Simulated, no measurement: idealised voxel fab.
The name of this process module is voxel trench capacitor.
Section shown: cut. Width: 235 nm. Cell size: 5 nm, square.
Square cells in a grid make up a cross-section in this document, and the grid is given as bands, listed from the top down, each one or more rows of cells.
Quick guide to a band line: top height, bottom height (nm) up front; then every material left to right with its width in nm. Only one material and it's marked "edge to edge"? Then it fills the band edge to edge. And "air" just means empty space.
Zero point of the height axis is 0; under it, received wafer = one material. Lowest band: continues down indefinitely, "top 0, no bottom".
The two numbers in a width such as "30..40" mark its ends across the band: the first belongs to the top row of cells, the second to the bottom row, and from each row to the next the width moves by the same amount.
Reading "remained unchanged" for a step: not a cell of the cross-section changed in it.
Empty spaces counting at least 8 cells and having no open way to the top are listed in "Closed internal voids". The notation width x height at distance is used for each, the distance being from the left edge and all three values in nm.
Formally, on a step line, whatever follows the settings is a remark that the simulator itself makes on the step.
The "overlay nm" setting may appear on a step's line; for a step that uses a mask, it gives how far to the right of its planned position the mask lay, and a negative value indicates the left.

STEPS PLANNED FOR THE PROCESS
1. RECEIVE (material Si)
2. CONFORMAL_DEP (material SiN; thk nm 10)
3. MASKED_ETCH (tone open; mask id TRENCH; width nm 15; pitch nm 45; etch materials SiN; depth nm 10; overlay nm 0)
4. MASKED_ETCH (tone open; mask id TRENCH; width nm 15; pitch nm 45; etch materials Si; depth nm 25; overlay nm 0)
5. CONFORMAL_DEP (material SiO2; thk nm 5)
6. FILL_DEP (material polySi; thk nm 5)
7. CMP (height nm 10)

CROSS-SECTION OF THE INCOMING WAFER, STATE AFTER STEP 1
    top 0, no bottom | Si edge to edge
    Closed internal voids: none

CROSS-SECTION, END OF MODULE. START: AS ABOVE. PLAN: AS ABOVE. EXECUTION: ONE MISTAKE
    top 10, bottom 0 | SiN=80 / SiO2=5..10 / polySi=15..5 / SiO2=5..10 / SiN=20 / SiO2=5..10 / polySi=15..5 / SiO2=5..10 / SiN=85
    top 0, bottom -20 | Si=85 / SiO2=5 / polySi=5 / SiO2=5 / Si=30 / SiO2=5 / polySi=5 / SiO2=5 / Si=90
    top -20, bottom -25 | Si=85 / SiO2=15 / Si=30 / SiO2=15 / Si=90
    top -25, no bottom | Si edge to edge
    Closed internal voids: none
Want to know what went wrong? step 3 ran with different settings than intended, the actual operation and settings being MASKED_ETCH (tone open; mask id TRENCH; width nm 25; pitch nm 45; etch materials SiN; depth nm 10; overlay nm 0)
